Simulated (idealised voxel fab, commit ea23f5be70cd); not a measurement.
Name of the process module below: voxel spacer lines
Cross-sectional view cut (width: 220 nm; square cell size: 5 nm).
Throughout this document, each cross-section is represented as a grid of square cells and is presented as a sequence of bands enumerated from the top downward, where a band comprises one or more rows of cells. A band entry consists of two parts. The first gives the height of the band's top and the height of its bottom, in nm. The rest lists the band's materials from left to right, each with its width in nm. A single material labelled with the word "all across" fills the band from edge to edge, and the word "empty" marks empty space. It should be noted that heights are counted from 0, beneath which the wafer as supplied is of one material throughout, and that the lowest band possesses no lower boundary but continues downward, as written in "0 down". The two numbers in a width such as "30 to 40" mark its ends across the band: the first belongs to the top row of cells, the second to the bottom row, and from each row to the next the width moves by the same amount. Where the words "no modifications" appear for a step, the cross-section shows no cell changed by that step; every cell remained as before. "Closed void listing": empty spaces of 8 cells or more with no open way to the top, each given as width x height at distance, distance from the left edge, all in nm. Read whatever lies past the settings on a step's line as the simulator's own remark about the step. If you see "overlay nm" on a step's line and that step has a mask, it's telling you how far right of where it was planned the mask ended up; a negative number means it went left instead.

PLANNED STEP LIST FOR THE PROCESS
- 1: RECEIVE (material Si)
- 2: CONFORMAL_DEP (material Al2O3; thk nm 5)
- 3: DIRECTIONAL_DEP (material TiN; thk nm 20)
- 4: DIRECTIONAL_DEP (material aC; thk nm 30)
- 5: PATTERN (tone cover; mask id MANDREL; material resist; width nm 20; pitch nm 70; thk nm 40; overlay nm 0)
- 6: DIRECTIONAL_ETCH (etch materials aC; depth nm 30)
- 7: STRIP (etch materials resist)
- 8: CONFORMAL_DEP (material SiN; thk nm 15)
- 9: DIRECTIONAL_ETCH (etch materials SiN; depth nm 15)
- 10: STRIP (etch materials aC)
- 11: DIRECTIONAL_ETCH (etch materials TiN; depth nm 20)
- 12: STRIP (etch materials SiN)

ON THE FIRST OF THE TWO WAFERS: RUN CONDUCTED ACCORDING TO PLAN

CROSS-SECTION OF THE INCOMING WAFER, STATE AFTER STEP 1
* 0 down | Si all across
* Closed void listing: none

ONCE STEP 2 IS THROUGH, THE WAFER LOOKS LIKE THIS IN CROSS-SECTION
* 5 to 0 | Al2O3 all across
* Below a height of 0, the structure has not been altered.

ONCE STEP 3 IS THROUGH, THE WAFER LOOKS LIKE THIS IN CROSS-SECTION
* 25 to 5 | TiN all across
* Below a height of 5, the structure has not been altered.

ONCE STEP 4 IS THROUGH, THE WAFER LOOKS LIKE THIS IN CROSS-SECTION
* 55 to 25 | aC all across
* Below a height of 25, the structure has not been altered.

ONCE STEP 5 IS THROUGH, THE WAFER LOOKS LIKE THIS IN CROSS-SECTION
* 95 to 55 | 30 of empty | 20 of resist | 50 of empty | 20 of resist | 50 of empty | 20 of resist | 30 of empty
* Below a height of 55, the structure has not been altered.

ONCE STEP 6 IS THROUGH, THE WAFER LOOKS LIKE THIS IN CROSS-SECTION
* 65 to 55 | 30 of empty | 20 of resist | 50 of empty | 20 of resist | 50 of empty | 20 of resist | 30 of empty
* 55 to 25 | 30 of empty | 20 of aC | 50 of empty | 20 of aC | 50 of empty | 20 of aC | 30 of empty
* Below a height of 25, the structure has not been altered.

ONCE STEP 7 IS THROUGH, THE WAFER LOOKS LIKE THIS IN CROSS-SECTION
* 55 to 25 | 30 of empty | 20 of aC | 50 of empty | 20 of aC | 50 of empty | 20 of aC | 30 of empty
* Below a height of 25, the structure has not been altered.

ONCE STEP 8 IS THROUGH, THE WAFER LOOKS LIKE THIS IN CROSS-SECTION
* 70 to 55 | 15 of empty | 50 of SiN | 20 of empty | 50 of SiN | 20 of empty | 50 of SiN | 15 of empty
* 55 to 40 | 15 of empty | 15 of SiN | 20 of aC | 15 of SiN | 20 of empty | 15 of SiN | 20 of aC | 15 of SiN | 20 of empty | 15 of SiN | 20 of aC | 15 of SiN | 15 of empty
* 40 to 25 | 30 of SiN | 20 of aC | 50 of SiN | 20 of aC | 50 of SiN | 20 of aC | 30 of SiN
* Below a height of 25, the structure has not been altered.

ONCE STEP 9 IS THROUGH, THE WAFER LOOKS LIKE THIS IN CROSS-SECTION
* 55 to 25 | 15 of empty | 15 of SiN | 20 of aC | 15 of SiN | 20 of empty | 15 of SiN | 20 of aC | 15 of SiN | 20 of empty | 15 of SiN | 20 of aC | 15 of SiN | 15 of empty
* Below a height of 25, the structure has not been altered.

ONCE STEP 10 IS THROUGH, THE WAFER LOOKS LIKE THIS IN CROSS-SECTION
* 55 to 25 | 15 of empty | 15 of SiN | 20 of empty | 15 of SiN | 20 of empty | 15 of SiN | 20 of empty | 15 of SiN | 20 of empty | 15 of SiN | 20 of empty | 15 of SiN | 15 of empty
* Below a height of 25, the structure has not been altered.

ONCE STEP 11 IS THROUGH, THE WAFER LOOKS LIKE THIS IN CROSS-SECTION
* 55 to 25 | 15 of empty | 15 of SiN | 20 of empty | 15 of SiN | 20 of empty | 15 of SiN | 20 of empty | 15 of SiN | 20 of empty | 15 of SiN | 20 of empty | 15 of SiN | 15 of empty
* 25 to 5 | 15 of empty | 15 of TiN | 20 of empty | 15 of TiN | 20 of empty | 15 of TiN | 20 of empty | 15 of TiN | 20 of empty | 15 of TiN | 20 of empty | 15 of TiN | 15 of empty
* Below a height of 5, the structure has not been altered.

ONCE STEP 12 IS THROUGH, THE WAFER LOOKS LIKE THIS IN CROSS-SECTION
* 25 to 5 | 15 of empty | 15 of TiN | 20 of empty | 15 of TiN | 20 of empty | 15 of TiN | 20 of empty | 15 of TiN | 20 of empty | 15 of TiN | 20 of empty | 15 of TiN | 15 of empty
* Below a height of 5, the structure has not been altered.

WAFER TWO. SAME START, SAME PLAN, ONE SLIP IN EXECUTION. SAME AS WAFER ONE THROUGH STEP 2, INCLUSIVE

SECOND WAFER PROFILE IN SECTION, AT THE MOMENT STEP 3 OF THE PLAN WAS MEANT TO BE COMPLETE
* 25 to 0 | Al2O3 all across
* Below a height of 0, the structure has not been altered.

SECOND WAFER PROFILE IN SECTION, AT THE MOMENT STEP 4 OF THE PLAN WAS MEANT TO BE COMPLETE
* 55 to 25 | aC all across
* Below a height of 25, the structure has not been altered.

SECOND WAFER PROFILE IN SECTION, AT THE MOMENT STEP 5 OF THE PLAN WAS MEANT TO BE COMPLETE
* 95 to 55 | 30 of empty | 20 of resist | 50 of empty | 20 of resist | 50 of empty | 20 of resist | 30 of empty
* Below a height of 55, the structure has not been altered.

SECOND WAFER PROFILE IN SECTION, AT THE MOMENT STEP 6 OF THE PLAN WAS MEANT TO BE COMPLETE
* 65 to 55 | 30 of empty | 20 of resist | 50 of empty | 20 of resist | 50 of empty | 20 of resist | 30 of empty
* 55 to 25 | 30 of empty | 20 of aC | 50 of empty | 20 of aC | 50 of empty | 20 of aC | 30 of empty
* Below a height of 25, the structure has not been altered.

SECOND WAFER PROFILE IN SECTION, AT THE MOMENT STEP 7 OF THE PLAN WAS MEANT TO BE COMPLETE
* 55 to 25 | 30 of empty | 20 of aC | 50 of empty | 20 of aC | 50 of empty | 20 of aC | 30 of empty
* Below a height of 25, the structure has not been altered.

SECOND WAFER PROFILE IN SECTION, AT THE MOMENT STEP 8 OF THE PLAN WAS MEANT TO BE COMPLETE
* 70 to 55 | 15 of empty | 50 of SiN | 20 of empty | 50 of SiN | 20 of empty | 50 of SiN | 15 of empty
* 55 to 40 | 15 of empty | 15 of SiN | 20 of aC | 15 of SiN | 20 of empty | 15 of SiN | 20 of aC | 15 of SiN | 20 of empty | 15 of SiN | 20 of aC | 15 of SiN | 15 of empty
* 40 to 25 | 30 of SiN | 20 of aC | 50 of SiN | 20 of aC | 50 of SiN | 20 of aC | 30 of SiN
* Below a height of 25, the structure has not been altered.

SECOND WAFER PROFILE IN SECTION, AT THE MOMENT STEP 9 OF THE PLAN WAS MEANT TO BE COMPLETE
* 55 to 25 | 15 of empty | 15 of SiN | 20 of aC | 15 of SiN | 20 of empty | 15 of SiN | 20 of aC | 15 of SiN | 20 of empty | 15 of SiN | 20 of aC | 15 of SiN | 15 of empty
* Below a height of 25, the structure has not been altered.

SECOND WAFER PROFILE IN SECTION, AT THE MOMENT STEP 10 OF THE PLAN WAS MEANT TO BE COMPLETE
* 55 to 25 | 15 of empty | 15 of SiN | 20 of empty | 15 of SiN | 20 of empty | 15 of SiN | 20 of empty | 15 of SiN | 20 of empty | 15 of SiN | 20 of empty | 15 of SiN | 15 of empty
* Below a height of 25, the structure has not been altered.

Second wafer profile in section, at the moment step 11 of the plan was meant to be complete: no modifications

SECOND WAFER PROFILE IN SECTION, AT THE MOMENT STEP 12 OF THE PLAN WAS MEANT TO BE COMPLETE
* 25 to 0 | Al2O3 all across
* Below a height of 0, the structure has not been altered.
what went wrong: step 3: run off-plan, actual operation and settings DIRECTIONAL_DEP (material Al2O3; thk nm 20)
Final cells, second wafer relative to first, materials higher or lower: Al2O3 +176; TiN -72
